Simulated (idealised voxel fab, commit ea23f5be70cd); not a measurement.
The following process module bears the name voxel ribs on slabs.
Cross-section cut: width 145 nm, square cells of 5 nm.
Cross-section, as written here: a square-cell grid given band by band from the top down, where a band holds one or more rows of cells. Per band: top height and bottom height in nm, followed by the left-to-right materials and their widths in nm; "everywhere" marks a single material spanning edge to edge, "empty" marks empty space. Height reference: 0 = level under which incoming wafer is all one material. Lowest band: no bottom, runs on downward, e.g. "z 0 and below". Per-row width for "30 to 40": begins at first number (top row of band), ends at second number (bottom row), increment between rows held constant. Where the words "all unchanged" appear for a step, the cross-section shows no cell changed by that step; every cell remained as before. Closed empty spaces (no open way to the top) of 8 cells or more are what "Sealed void inventory" lists, each as width x height at distance from the left edge, nm for all three. What comes after the settings on a step's line is commentary from the simulator itself on that step. "overlay nm" on a masked step: distance the mask lay right of its planned place, negative for left. Each pair of cross-sections that follows straddles one process step: the one shows the state before the step, the other the state after it, down to the lowest band that changed and no further. The step in question, and its settings, are given under the pair. Note that a pair is not necessarily a continuation of the pair above it, since pairs can come from different runs of this module on the same starting wafer; it is a continuation only where its entry headed "Geometry before processing" says so.
-- Geometry before processing
  z 0 and below | Si everywhere
  Sealed void inventory: none
-- Post-Step Cross-Section
  z 30 to 0 | SiO2 everywhere
  Note: structure below 0 unchanged.
  Sealed void inventory: none
Step, pre vs post cross-sections above: DIRECTIONAL_DEP: material SiO2, thk nm 30
Geometry before processing: carried over from the after image of the pair right above.
-- Post-Step Cross-Section
  z 50 to 30 | polySi everywhere
  Note: structure below 30 unchanged.
  Sealed void inventory: none
Step, pre vs post cross-sections above: DIRECTIONAL_DEP: material polySi, thk nm 20
Geometry before processing: carried over from the after image of the pair right above.
-- Post-Step Cross-Section
  z 65 to 50 | aC everywhere
  Note: structure below 50 unchanged.
  Sealed void inventory: none
Step, pre vs post cross-sections above: DIRECTIONAL_DEP: material aC, thk nm 15
Geometry before processing: carried over from the after image of the pair right above.
-- Post-Step Cross-Section
  z 100 to 65 | 55 of empty  30 of resist  60 of empty
  Note: structure below 65 unchanged.
  Sealed void inventory: none
Step, pre vs post cross-sections above: PATTERN: tone cover, mask id RIB, material resist, width nm 30, thk nm 35, overlay nm 0
Geometry before processing: carried over from the after image of the pair right above.
-- Post-Step Cross-Section
  z 85 to 65 | 55 of empty  30 of resist  60 of empty
  z 65 to 50 | 55 of empty  30 of aC  60 of empty
  Note: structure below 50 unchanged.
  Sealed void inventory: none
Step, pre vs post cross-sections above: DIRECTIONAL_ETCH: etch materials aC, depth nm 15
Geometry before processing: carried over from the after image of the pair right above.
-- Post-Step Cross-Section
  z 65 to 50 | 55 of empty  30 of aC  60 of empty
  Note: structure below 50 unchanged.
  Sealed void inventory: none
Step, pre vs post cross-sections above: STRIP: etch materials resist
Geometry before processing: carried over from the after image of the pair right above.
-- Post-Step Cross-Section
  z 65 to 50 | 55 of empty  30 of aC  60 of empty
  z 50 to 35 | 55 of empty  30 of polySi  60 of empty
  Note: structure below 35 unchanged.
  Sealed void inventory: none
Step, pre vs post cross-sections above: DIRECTIONAL_ETCH: etch materials polySi, depth nm 15
Geometry before processing: carried over from the after image of the pair right above.
-- Post-Step Cross-Section
  z 50 to 35 | 55 of empty  30 of polySi  60 of empty
  Note: structure below 35 unchanged.
  Sealed void inventory: none
Step, pre vs post cross-sections above: STRIP: etch materials aC
Geometry before processing: carried over from the after image of the pair right above.
-- Post-Step Cross-Section
  z 65 to 50 | 25 of empty  90 of resist  30 of empty
  z 50 to 35 | 25 of empty  30 of resist  30 of polySi  30 of resist  30 of empty
  Note: structure below 35 unchanged.
  Sealed void inventory: none
Step, pre vs post cross-sections above: PATTERN: tone cover, mask id SLAB, material resist, width nm 90, thk nm 15, overlay nm 0
Geometry before processing: carried over from the after image of the pair right above.
-- Post-Step Cross-Section
  z 65 to 50 | 25 of empty  90 of resist  30 of empty
  z 50 to 35 | 25 of empty  30 of resist  30 of polySi  30 of resist  30 of empty
  z 35 to 30 | 25 of empty  90 of polySi  30 of empty
  Note: structure below 30 unchanged.
  Sealed void inventory: none
Step, pre vs post cross-sections above: DIRECTIONAL_ETCH: etch materials polySi, depth nm 5
Geometry before processing: carried over from the after image of the pair right above.
-- Post-Step Cross-Section
  z 50 to 35 | 55 of empty  30 of polySi  60 of empty
  Note: structure below 35 unchanged.
  Sealed void inventory: none
Step, pre vs post cross-sections above: STRIP: etch materials resist
Geometry before processing: carried over from the after image of the pair right above.
-- Post-Step Cross-Section
  z 75 to 50 | SiO2 everywhere
  z 50 to 35 | 55 of SiO2  30 of polySi  60 of SiO2
  z 35 to 30 | 25 of SiO2  90 of polySi  30 of SiO2
  Note: structure below 30 unchanged.
  Sealed void inventory: none
Step, pre vs post cross-sections above: FILL_DEP: material SiO2, thk nm 25
Geometry before processing: carried over from the after image of the pair right above.
-- Post-Step Cross-Section
  z 70 to 50 | SiO2 everywhere
  Note: structure below 50 unchanged.
  Sealed void inventory: none
Step, pre vs post cross-sections above: CMP: height nm 70
Geometry before processing: carried over from the after image of the pair right above.
-- Post-Step Cross-Section
  z 75 to 70 | TiN everywhere
  Note: structure below 70 unchanged.
  Sealed void inventory: none
Step, pre vs post cross-sections above: DIRECTIONAL_DEP: material TiN, thk nm 5
Geometry before processing: carried over from the after image of the pair right above.
-- Post-Step Cross-Section
  z 90 to 75 | 50 of empty  40 of resist  55 of empty
  Note: structure below 75 unchanged.
  Sealed void inventory: none
Step, pre vs post cross-sections above: PATTERN: tone cover, mask id HEATER, material resist, width nm 40, thk nm 15, overlay nm 0
Geometry before processing: carried over from the after image of the pair right above.
-- Post-Step Cross-Section
  z 90 to 75 | 50 of empty  40 of resist  55 of empty
  z 75 to 70 | 50 of empty  40 of TiN  55 of empty
  Note: structure below 70 unchanged.
  Sealed void inventory: none
Step, pre vs post cross-sections above: DIRECTIONAL_ETCH: etch materials TiN, depth nm 5
Geometry before processing: carried over from the after image of the pair right above.
-- Post-Step Cross-Section
  z 75 to 70 | 50 of empty  40 of TiN  55 of empty
  Note: structure below 70 unchanged.
  Sealed void inventory: none
Step, pre vs post cross-sections above: STRIP: etch materials resist
Geometry before processing: carried over from the after image of the pair right above.
-- Post-Step Cross-Section
  z 85 to 80 | 40 of empty  60 of SiO2  45 of empty
  z 80 to 75 | SiO2 everywhere
  z 75 to 70 | 50 of SiO2  40 of TiN  55 of SiO2
  Note: structure below 70 unchanged.
  Sealed void inventory: none
Step, pre vs post cross-sections above: CONFORMAL_DEP: material SiO2, thk nm 10
-- Geometry before processing
  z 30 to 0 | SiO2 everywhere
  z 0 and below | Si everywhere
  Sealed void inventory: none
-- Post-Step Cross-Section
  z 60 to 0 | SiO2 everywhere
  Note: structure below 0 unchanged.
  Sealed void inventory: none
Step, pre vs post cross-sections above: DIRECTIONAL_DEP: material SiO2, thk nm 30
Geometry before processing: carried over from the after image of the pair right above.
-- Post-Step Cross-Section
  z 80 to 60 | polySi everywhere
  Note: structure below 60 unchanged.
  Sealed void inventory: none
Step, pre vs post cross-sections above: DIRECTIONAL_DEP: material polySi, thk nm 20
Geometry before processing: carried over from the after image of the pair right above.
-- Post-Step Cross-Section
  z 95 to 80 | aC everywhere
  Note: structure below 80 unchanged.
  Sealed void inventory: none
Step, pre vs post cross-sections above: DIRECTIONAL_DEP: material aC, thk nm 15
Geometry before processing: carried over from the after image of the pair right above.
-- Post-Step Cross-Section
  z 130 to 95 | 55 of empty  30 of resist  60 of empty
  Note: structure below 95 unchanged.
  Sealed void inventory: none
Step, pre vs post cross-sections above: PATTERN: tone cover, mask id RIB, material resist, width nm 30, thk nm 35, overlay nm 0
Geometry before processing: carried over from the after image of the pair right above.
-- Post-Step Cross-Section
  z 115 to 95 | 55 of empty  30 of resist  60 of empty
  z 95 to 80 | 55 of empty  30 of aC  60 of empty
  Note: structure below 80 unchanged.
  Sealed void inventory: none
Step, pre vs post cross-sections above: DIRECTIONAL_ETCH: etch materials aC, depth nm 15
Geometry before processing: carried over from the after image of the pair right above.
-- Post-Step Cross-Section
  z 95 to 80 | 55 of empty  30 of aC  60 of empty
  Note: structure below 80 unchanged.
  Sealed void inventory: none
Step, pre vs post cross-sections above: STRIP: etch materials resist
Geometry before processing: carried over from the after image of the pair right above.
-- Post-Step Cross-Section
  z 95 to 80 | 55 of empty  30 of aC  60 of empty
  z 80 to 65 | 55 of empty  30 of polySi  60 of empty
  Note: structure below 65 unchanged.
  Sealed void inventory: none
Step, pre vs post cross-sections above: DIRECTIONAL_ETCH: etch materials polySi, depth nm 15
Geometry before processing: carried over from the after image of the pair right above.
-- Post-Step Cross-Section
  z 80 to 65 | 55 of empty  30 of polySi  60 of empty
  Note: structure below 65 unchanged.
  Sealed void inventory: none
Step, pre vs post cross-sections above: STRIP: etch materials aC
Geometry before processing: carried over from the after image of the pair right above.
-- Post-Step Cross-Section
  z 95 to 80 | 25 of empty  90 of resist  30 of empty
  z 80 to 65 | 25 of empty  30 of resist  30 of polySi  30 of resist  30 of empty
  Note: structure below 65 unchanged.
  Sealed void inventory: none
Step, pre vs post cross-sections above: PATTERN: tone cover, mask id SLAB, material resist, width nm 90, thk nm 15, overlay nm 0
Geometry before processing: carried over from the after image of the pair right above.
-- Post-Step Cross-Section
  z 95 to 80 | 25 of empty  90 of resist  30 of empty
  z 80 to 65 | 25 of empty  30 of resist  30 of polySi  30 of resist  30 of empty
  z 65 to 60 | 25 of empty  90 of polySi  30 of empty
  Note: structure below 60 unchanged.
  Sealed void inventory: none
Step, pre vs post cross-sections above: DIRECTIONAL_ETCH: etch materials polySi, depth nm 5
Geometry before processing: carried over from the after image of the pair right above.
-- Post-Step Cross-Section
  z 80 to 65 | 55 of empty  30 of polySi  60 of empty
  Note: structure below 65 unchanged.
  Sealed void inventory: none
Step, pre vs post cross-sections above: STRIP: etch materials resist
Geometry before processing: carried over from the after image of the pair right above.
-- Post-Step Cross-Section
  z 105 to 80 | SiO2 everywhere
  z 80 to 65 | 55 of SiO2  30 of polySi  60 of SiO2
  z 65 to 60 | 25 of SiO2  90 of polySi  30 of SiO2
  Note: structure below 60 unchanged.
  Sealed void inventory: none
Step, pre vs post cross-sections above: FILL_DEP: material SiO2, thk nm 25
Geometry before processing: carried over from the after image of the pair right above.
-- Post-Step Cross-Section
  z 70 to 60 | 55 to 25 of SiO2  30 to 90 of polySi  60 to 30 of SiO2
  Note: structure below 60 unchanged.
  Sealed void inventory: none
Step, pre vs post cross-sections above: CMP: height nm 70
Geometry before processing: carried over from the after image of the pair right above.
-- Post-Step Cross-Section
  z 75 to 70 | TiN everywhere
  Note: structure below 70 unchanged.
  Sealed void inventory: none
Step, pre vs post cross-sections above: DIRECTIONAL_DEP: material TiN, thk nm 5
Geometry before processing: carried over from the after image of the pair right above.
-- Post-Step Cross-Section
  z 90 to 75 | 50 of empty  40 of resist  55 of empty
  Note: structure below 75 unchanged.
  Sealed void inventory: none
Step, pre vs post cross-sections above: PATTERN: tone cover, mask id HEATER, material resist, width nm 40, thk nm 15, overlay nm 0
Geometry before processing: carried over from the after image of the pair right above.
-- Post-Step Cross-Section
  z 90 to 75 | 50 of empty  40 of resist  55 of empty
  z 75 to 70 | 50 of empty  40 of TiN  55 of empty
  Note: structure below 70 unchanged.
  Sealed void inventory: none
Step, pre vs post cross-sections above: DIRECTIONAL_ETCH: etch materials TiN, depth nm 5
Geometry before processing: carried over from the after image of the pair right above.
-- Post-Step Cross-Section
  z 75 to 70 | 50 of empty  40 of TiN  55 of empty
  Note: structure below 70 unchanged.
  Sealed void inventory: none
Step, pre vs post cross-sections above: STRIP: etch materials resist
Geometry before processing: carried over from the after image of the pair right above.
-- Post-Step Cross-Section
  z 85 to 80 | 40 of empty  60 of SiO2  45 of empty
  z 80 to 75 | SiO2 everywhere
  z 75 to 70 | 50 of SiO2  40 of TiN  55 of SiO2
  Note: structure below 70 unchanged.
  Sealed void inventory: none
Step, pre vs post cross-sections above: CONFORMAL_DEP: material SiO2, thk nm 10
-- Geometry before processing
  z 30 to 0 | SiO2 everywhere
  z 0 and below | Si everywhere
  Sealed void inventory: none
-- Post-Step Cross-Section
  z 45 to 30 | aC everywhere
  Note: structure below 30 unchanged.
  Sealed void inventory: none
Step, pre vs post cross-sections above: DIRECTIONAL_DEP: material aC, thk nm 15
Geometry before processing: carried over from the after image of the pair right above.
-- Post-Step Cross-Section
  z 65 to 45 | polySi everywhere
  Note: structure below 45 unchanged.
  Sealed void inventory: none
Step, pre vs post cross-sections above: DIRECTIONAL_DEP: material polySi, thk nm 20
Geometry before processing: carried over from the after image of the pair right above.
-- Post-Step Cross-Section
  z 100 to 65 | 55 of empty  30 of resist  60 of empty
  Note: structure below 65 unchanged.
  Sealed void inventory: none
Step, pre vs post cross-sections above: PATTERN: tone cover, mask id RIB, material resist, width nm 30, thk nm 35, overlay nm 0
Geometry before processing: carried over from the after image of the pair right above.
-- Post-Step Cross-Section
  z 85 to 65 | 55 of empty  30 of resist  60 of empty
  Note: structure below 65 unchanged.
  Sealed void inventory: none
Step, pre vs post cross-sections above: DIRECTIONAL_ETCH: etch materials aC, depth nm 15
Geometry before processing: carried over from the after image of the pair right above.
-- Post-Step Cross-Section
  z 65 to 45 | polySi everywhere
  Note: structure below 45 unchanged.
  Sealed void inventory: none
Step, pre vs post cross-sections above: STRIP: etch materials resist
Geometry before processing: carried over from the after image of the pair right above.
-- Post-Step Cross-Section
  z 50 to 45 | polySi everywhere
  Note: structure below 45 unchanged.
  Sealed void inventory: none
Step, pre vs post cross-sections above: DIRECTIONAL_ETCH: etch materials polySi, depth nm 15
Geometry before processing: carried over from the after image of the pair right above.
-- Post-Step Cross-Section
  z 65 to 50 | 25 of empty  90 of resist  30 of empty
  Note: structure below 50 unchanged.
  Sealed void inventory: none
Step, pre vs post cross-sections above: PATTERN: tone cover, mask id SLAB, material resist, width nm 90, thk nm 15, overlay nm 0
Geometry before processing: carried over from the after image of the pair right above.
-- Post-Step Cross-Section
  z 65 to 50 | 25 of empty  90 of resist  30 of empty
  z 50 to 45 | 25 of empty  90 of polySi  30 of empty
  Note: structure below 45 unchanged.
  Sealed void inventory: none
Step, pre vs post cross-sections above: DIRECTIONAL_ETCH: etch materials polySi, depth nm 5
Geometry before processing: carried over from the after image of the pair right above.
-- Post-Step Cross-Section
  z 50 to 45 | 25 of empty  90 of polySi  30 of empty
  Note: structure below 45 unchanged.
  Sealed void inventory: none
Step, pre vs post cross-sections above: STRIP: etch materials resist
Geometry before processing: carried over from the after image of the pair right above.
-- Post-Step Cross-Section
  z 75 to 50 | SiO2 everywhere
  z 50 to 45 | 25 of SiO2  90 of polySi  30 of SiO2
  Note: structure below 45 unchanged.
  Sealed void inventory: none
Step, pre vs post cross-sections above: FILL_DEP: material SiO2, thk nm 25
Geometry before processing: carried over from the after image of the pair right above.
-- Post-Step Cross-Section
  z 70 to 50 | SiO2 everywhere
  Note: structure below 50 unchanged.
  Sealed void inventory: none
Step, pre vs post cross-sections above: CMP: height nm 70
Geometry before processing: carried over from the after image of the pair right above.
-- Post-Step Cross-Section
  z 75 to 70 | TiN everywhere
  Note: structure below 70 unchanged.
  Sealed void inventory: none
Step, pre vs post cross-sections above: DIRECTIONAL_DEP: material TiN, thk nm 5
Geometry before processing: carried over from the after image of the pair right above.
-- Post-Step Cross-Section
  z 90 to 75 | 50 of empty  40 of resist  55 of empty
  Note: structure below 75 unchanged.
  Sealed void inventory: none
Step, pre vs post cross-sections above: PATTERN: tone cover, mask id HEATER, material resist, width nm 40, thk nm 15, overlay nm 0
Geometry before processing: carried over from the after image of the pair right above.
-- Post-Step Cross-Section
  z 90 to 75 | 50 of empty  40 of resist  55 of empty
  z 75 to 70 | 50 of empty  40 of TiN  55 of empty
  Note: structure below 70 unchanged.
  Sealed void inventory: none
Step, pre vs post cross-sections above: DIRECTIONAL_ETCH: etch materials TiN, depth nm 5
Geometry before processing: carried over from the after image of the pair right above.
-- Post-Step Cross-Section
  z 75 to 70 | 50 of empty  40 of TiN  55 of empty
  Note: structure below 70 unchanged.
  Sealed void inventory: none
Step, pre vs post cross-sections above: STRIP: etch materials resist
Geometry before processing: carried over from the after image of the pair right above.
-- Post-Step Cross-Section
  z 85 to 80 | 40 of empty  60 of SiO2  45 of empty
  z 80 to 75 | SiO2 everywhere
  z 75 to 70 | 50 of SiO2  40 of TiN  55 of SiO2
  Note: structure below 70 unchanged.
  Sealed void inventory: none
Step, pre vs post cross-sections above: CONFORMAL_DEP: material SiO2, thk nm 10
-- Geometry before processing
  z 65 to 50 | 55 of empty  30 of aC  60 of empty
  z 50 to 30 | polySi everywhere
  z 30 to 0 | SiO2 everywhere
  z 0 and below | Si everywhere
  Sealed void inventory: none
-- Post-Step Cross-Section
  z 65 to 50 | 55 of empty  30 of aC  60 of empty
  z 50 to 40 | 55 of empty  30 of polySi  60 of empty
  Note: structure below 40 unchanged.
  Sealed void inventory: none
Step, pre vs post cross-sections above: DIRECTIONAL_ETCH: etch materials polySi, depth nm 10
Geometry before processing: carried over from the after image of the pair right above.
-- Post-Step Cross-Section
  z 50 to 40 | 55 of empty  30 of polySi  60 of empty
  Note: structure below 40 unchanged.
  Sealed void inventory: none
Step, pre vs post cross-sections above: STRIP: etch materials aC
Geometry before processing: carried over from the after image of the pair right above.
-- Post-Step Cross-Section
  z 65 to 50 | 25 of empty  90 of resist  30 of empty
  z 50 to 40 | 25 of empty  30 of resist  30 of polySi  30 of resist  30 of empty
  Note: structure below 40 unchanged.
  Sealed void inventory: none
Step, pre vs post cross-sections above: PATTERN: tone cover, mask id SLAB, material resist, width nm 90, thk nm 15, overlay nm 0
Geometry before processing: carried over from the after image of the pair right above.
-- Post-Step Cross-Section
  z 65 to 50 | 25 of empty  90 of resist  30 of empty
  z 50 to 40 | 25 of empty  30 of resist  30 of polySi  30 of resist  30 of empty
  z 40 to 35 | 25 of empty  90 of polySi  30 of empty
  Note: structure below 35 unchanged.
  Sealed void inventory: none
Step, pre vs post cross-sections above: DIRECTIONAL_ETCH: etch materials polySi, depth nm 5
Geometry before processing: carried over from the after image of the pair right above.
-- Post-Step Cross-Section
  z 50 to 40 | 55 of empty  30 of polySi  60 of empty
  Note: structure below 40 unchanged.
  Sealed void inventory: none
Step, pre vs post cross-sections above: STRIP: etch materials resist
Geometry before processing: carried over from the after image of the pair right above.
-- Post-Step Cross-Section
  z 75 to 50 | SiO2 everywhere
  z 50 to 40 | 55 of SiO2  30 of polySi  60 of SiO2
  z 40 to 35 | 25 of SiO2  90 of polySi  30 of SiO2
  Note: structure below 35 unchanged.
  Sealed void inventory: none
Step, pre vs post cross-sections above: FILL_DEP: material SiO2, thk nm 25
Geometry before processing: carried over from the after image of the pair right above.
-- Post-Step Cross-Section
  z 70 to 50 | SiO2 everywhere
  Note: structure below 50 unchanged.
  Sealed void inventory: none
Step, pre vs post cross-sections above: CMP: height nm 70
Geometry before processing: carried over from the after image of the pair right above.
-- Post-Step Cross-Section
  z 75 to 70 | TiN everywhere
  Note: structure below 70 unchanged.
  Sealed void inventory: none
Step, pre vs post cross-sections above: DIRECTIONAL_DEP: material TiN, thk nm 5
Geometry before processing: carried over from the after image of the pair right above.
-- Post-Step Cross-Section
  z 90 to 75 | 50 of empty  40 of resist  55 of empty
  Note: structure below 75 unchanged.
  Sealed void inventory: none
Step, pre vs post cross-sections above: PATTERN: tone cover, mask id HEATER, material resist, width nm 40, thk nm 15, overlay nm 0
Geometry before processing: carried over from the after image of the pair right above.
-- Post-Step Cross-Section
  z 90 to 75 | 50 of empty  40 of resist  55 of empty
  z 75 to 70 | 50 of empty  40 of TiN  55 of empty
  Note: structure below 70 unchanged.
  Sealed void inventory: none
Step, pre vs post cross-sections above: DIRECTIONAL_ETCH: etch materials TiN, depth nm 5
Geometry before processing: carried over from the after image of the pair right above.
-- Post-Step Cross-Section
  z 75 to 70 | 50 of empty  40 of TiN  55 of empty
  Note: structure below 70 unchanged.
  Sealed void inventory: none
Step, pre vs post cross-sections above: STRIP: etch materials resist
Geometry before processing: carried over from the after image of the pair right above.
-- Post-Step Cross-Section
  z 85 to 80 | 40 of empty  60 of SiO2  45 of empty
  z 80 to 75 | SiO2 everywhere
  z 75 to 70 | 50 of SiO2  40 of TiN  55 of SiO2
  Note: structure below 70 unchanged.
  Sealed void inventory: none
Step, pre vs post cross-sections above: CONFORMAL_DEP: material SiO2, thk nm 10
-- Geometry before processing
  z 50 to 35 | 55 of empty  30 of polySi  60 of empty
  z 35 to 30 | polySi everywhere
  z 30 to 0 | SiO2 everywhere
  z 0 and below | Si everywhere
  Sealed void inventory: none
-- Post-Step Cross-Section
  z 65 to 50 | 25 of empty  95 of resist  25 of empty
  z 50 to 35 | 25 of empty  30 of resist  30 of polySi  35 of resist  25 of empty
  Note: structure below 35 unchanged.
  Sealed void inventory: none
Step, pre vs post cross-sections above: PATTERN: tone cover, mask id SLAB, material resist, width nm 95, thk nm 15, overlay nm 0
Geometry before processing: carried over from the after image of the pair right above.
-- Post-Step Cross-Section
  z 65 to 50 | 25 of empty  95 of resist  25 of empty
  z 50 to 35 | 25 of empty  30 of resist  30 of polySi  35 of resist  25 of empty
  z 35 to 30 | 25 of empty  95 of polySi  25 of empty
  Note: structure below 30 unchanged.
  Sealed void inventory: none
Step, pre vs post cross-sections above: DIRECTIONAL_ETCH: etch materials polySi, depth nm 5
Geometry before processing: carried over from the after image of the pair right above.
-- Post-Step Cross-Section
  z 50 to 35 | 55 of empty  30 of polySi  60 of empty
  Note: structure below 35 unchanged.
  Sealed void inventory: none
Step, pre vs post cross-sections above: STRIP: etch materials resist
Geometry before processing: carried over from the after image of the pair right above.
-- Post-Step Cross-Section
  z 75 to 50 | SiO2 everywhere
  z 50 to 35 | 55 of SiO2  30 of polySi  60 of SiO2
  z 35 to 30 | 25 of SiO2  95 of polySi  25 of SiO2
  Note: structure below 30 unchanged.
  Sealed void inventory: none
Step, pre vs post cross-sections above: FILL_DEP: material SiO2, thk nm 25
Geometry before processing: carried over from the after image of the pair right above.
-- Post-Step Cross-Section
  z 70 to 50 | SiO2 everywhere
  Note: structure below 50 unchanged.
  Sealed void inventory: none
Step, pre vs post cross-sections above: CMP: height nm 70
Geometry before processing: carried over from the after image of the pair right above.
-- Post-Step Cross-Section
  z 75 to 70 | TiN everywhere
  Note: structure below 70 unchanged.
  Sealed void inventory: none
Step, pre vs post cross-sections above: DIRECTIONAL_DEP: material TiN, thk nm 5
Geometry before processing: carried over from the after image of the pair right above.
-- Post-Step Cross-Section
  z 90 to 75 | 50 of empty  40 of resist  55 of empty
  Note: structure below 75 unchanged.
  Sealed void inventory: none
Step, pre vs post cross-sections above: PATTERN: tone cover, mask id HEATER, material resist, width nm 40, thk nm 15, overlay nm 0
Geometry before processing: carried over from the after image of the pair right above.
-- Post-Step Cross-Section
  z 90 to 75 | 50 of empty  40 of resist  55 of empty
  z 75 to 70 | 50 of empty  40 of TiN  55 of empty
  Note: structure below 70 unchanged.
  Sealed void inventory: none
Step, pre vs post cross-sections above: DIRECTIONAL_ETCH: etch materials TiN, depth nm 5
Geometry before processing: carried over from the after image of the pair right above.
-- Post-Step Cross-Section
  z 75 to 70 | 50 of empty  40 of TiN  55 of empty
  Note: structure below 70 unchanged.
  Sealed void inventory: none
Step, pre vs post cross-sections above: STRIP: etch materials resist
Geometry before processing: carried over from the after image of the pair right above.
-- Post-Step Cross-Section
  z 85 to 80 | 40 of empty  60 of SiO2  45 of empty
  z 80 to 75 | SiO2 everywhere
  z 75 to 70 | 50 of SiO2  40 of TiN  55 of SiO2
  Note: structure below 70 unchanged.
  Sealed void inventory: none
Step, pre vs post cross-sections above: CONFORMAL_DEP: material SiO2, thk nm 10
-- Geometry before processing
  z 50 to 35 | 55 of empty  30 of polySi  60 of empty
  z 35 to 30 | polySi everywhere
  z 30 to 0 | SiO2 everywhere
  z 0 and below | Si everywhere
  Sealed void inventory: none
-- Post-Step Cross-Section
  z 65 to 50 | 30 of empty  90 of resist  25 of empty
  z 50 to 35 | 30 of empty  25 of resist  30 of polySi  35 of resist  25 of empty
  Note: structure below 35 unchanged.
  Sealed void inventory: none
Step, pre vs post cross-sections above: PATTERN: tone cover, mask id SLAB, material resist, width nm 90, thk nm 15, overlay nm 5
Geometry before processing: carried over from the after image of the pair right above.
-- Post-Step Cross-Section
  z 65 to 50 | 30 of empty  90 of resist  25 of empty
  z 50 to 35 | 30 of empty  25 of resist  30 of polySi  35 of resist  25 of empty
  z 35 to 30 | 30 of empty  90 of polySi  25 of empty
  Note: structure below 30 unchanged.
  Sealed void inventory: none
Step, pre vs post cross-sections above: DIRECTIONAL_ETCH: etch materials polySi, depth nm 5
Geometry before processing: carried over from the after image of the pair right above.
-- Post-Step Cross-Section
  z 50 to 35 | 55 of empty  30 of polySi  60 of empty
  Note: structure below 35 unchanged.
  Sealed void inventory: none
Step, pre vs post cross-sections above: STRIP: etch materials resist
Geometry before processing: carried over from the after image of the pair right above.
-- Post-Step Cross-Section
  z 75 to 50 | SiO2 everywhere
  z 50 to 35 | 55 of SiO2  30 of polySi  60 of SiO2
  z 35 to 30 | 30 of SiO2  90 of polySi  25 of SiO2
  Note: structure below 30 unchanged.
  Sealed void inventory: none
Step, pre vs post cross-sections above: FILL_DEP: material SiO2, thk nm 25
Geometry before processing: carried over from the after image of the pair right above.
-- Post-Step Cross-Section
  z 70 to 50 | SiO2 everywhere
  Note: structure below 50 unchanged.
  Sealed void inventory: none
Step, pre vs post cross-sections above: CMP: height nm 70
Geometry before processing: carried over from the after image of the pair right above.
-- Post-Step Cross-Section
  z 75 to 70 | TiN everywhere
  Note: structure below 70 unchanged.
  Sealed void inventory: none
Step, pre vs post cross-sections above: DIRECTIONAL_DEP: material TiN, thk nm 5
Geometry before processing: carried over from the after image of the pair right above.
-- Post-Step Cross-Section
  z 90 to 75 | 50 of empty  40 of resist  55 of empty
  Note: structure below 75 unchanged.
  Sealed void inventory: none
Step, pre vs post cross-sections above: PATTERN: tone cover, mask id HEATER, material resist, width nm 40, thk nm 15, overlay nm 0
Geometry before processing: carried over from the after image of the pair right above.
-- Post-Step Cross-Section
  z 90 to 75 | 50 of empty  40 of resist  55 of empty
  z 75 to 70 | 50 of empty  40 of TiN  55 of empty
  Note: structure below 70 unchanged.
  Sealed void inventory: none
Step, pre vs post cross-sections above: DIRECTIONAL_ETCH: etch materials TiN, depth nm 5
Geometry before processing: carried over from the after image of the pair right above.
-- Post-Step Cross-Section
  z 75 to 70 | 50 of empty  40 of TiN  55 of empty
  Note: structure below 70 unchanged.
  Sealed void inventory: none
Step, pre vs post cross-sections above: STRIP: etch materials resist
Geometry before processing: carried over from the after image of the pair right above.
-- Post-Step Cross-Section
  z 85 to 80 | 40 of empty  60 of SiO2  45 of empty
  z 80 to 75 | SiO2 everywhere
  z 75 to 70 | 50 of SiO2  40 of TiN  55 of SiO2
  Note: structure below 70 unchanged.
  Sealed void inventory: none
Step, pre vs post cross-sections above: CONFORMAL_DEP: material SiO2, thk nm 10
-- Geometry before processing
  z 70 to 50 | SiO2 everywhere
  z 50 to 35 | 55 of SiO2  30 of polySi  60 of SiO2
  z 35 to 30 | 25 of SiO2  90 of polySi  30 of SiO2
  z 30 to 0 | SiO2 everywhere
  z 0 and below | Si everywhere
  Sealed void inventory: none
-- Post-Step Cross-Section
  z 75 to 70 | aC everywhere
  Note: structure below 70 unchanged.
  Sealed void inventory: none
Step, pre vs post cross-sections above: DIRECTIONAL_DEP: material aC, thk nm 5
Geometry before processing: carried over from the after image of the pair right above.
-- Post-Step Cross-Section
  z 90 to 75 | 50 of empty  40 of resist  55 of empty
  Note: structure below 75 unchanged.
  Sealed void inventory: none
Step, pre vs post cross-sections above: PATTERN: tone cover, mask id HEATER, material resist, width nm 40, thk nm 15, overlay nm 0
Geometry before processing: carried over from the after image of the pair right above.
-- Post-Step Cross-Section
  z 75 to 70 | aC everywhere
  Note: structure below 70 unchanged.
  Sealed void inventory: none
Step, pre vs post cross-sections above: STRIP: etch materials resist
Geometry before processing: carried over from the after image of the pair right above.
-- Post-Step Cross-Section
  z 85 to 75 | SiO2 everywhere
  Note: structure below 75 unchanged.
  Sealed void inventory: none
Step, pre vs post cross-sections above: CONFORMAL_DEP: material SiO2, thk nm 10
-- Geometry before processing
  z 65 to 50 | aC everywhere
  z 50 to 30 | polySi everywhere
  z 30 to 0 | SiO2 everywhere
  z 0 and below | Si everywhere
  Sealed void inventory: none
-- Post-Step Cross-Section
  z 100 to 65 | 55 of resist  30 of empty  60 of resist
  Note: structure below 65 unchanged.
  Sealed void inventory: none
Step, pre vs post cross-sections above: PATTERN: tone open, mask id RIB, material resist, width nm 30, thk nm 35, overlay nm 0
Geometry before processing: carried over from the after image of the pair right above.
-- Post-Step Cross-Section
  z 85 to 65 | 55 of resist  30 of empty  60 of resist
  z 65 to 50 | 55 of aC  30 of empty  60 of aC
  Note: structure below 50 unchanged.
  Sealed void inventory: none
Step, pre vs post cross-sections above: DIRECTIONAL_ETCH: etch materials aC, depth nm 15
Geometry before processing: carried over from the after image of the pair right above.
-- Post-Step Cross-Section
  z 65 to 50 | 55 of aC  30 of empty  60 of aC
  Note: structure below 50 unchanged.
  Sealed void inventory: none
Step, pre vs post cross-sections above: STRIP: etch materials resist
Geometry before processing: carried over from the after image of the pair right above.
-- Post-Step Cross-Section
  z 65 to 50 | 55 of aC  30 of empty  60 of aC
  z 50 to 35 | 55 of polySi  30 of empty  60 of polySi
  Note: structure below 35 unchanged.
  Sealed void inventory: none
Step, pre vs post cross-sections above: DIRECTIONAL_ETCH: etch materials polySi, depth nm 15
Geometry before processing: carried over from the after image of the pair right above.
-- Post-Step Cross-Section
  z 50 to 35 | 55 of polySi  30 of empty  60 of polySi
  Note: structure below 35 unchanged.
  Sealed void inventory: none
Step, pre vs post cross-sections above: STRIP: etch materials aC
Geometry before processing: carried over from the after image of the pair right above.
-- Post-Step Cross-Section
  z 65 to 50 | 25 of empty  90 of resist  30 of empty
  z 50 to 35 | 55 of polySi  30 of resist  60 of polySi
  Note: structure below 35 unchanged.
  Sealed void inventory: none
Step, pre vs post cross-sections above: PATTERN: tone cover, mask id SLAB, material resist, width nm 90, thk nm 15, overlay nm 0
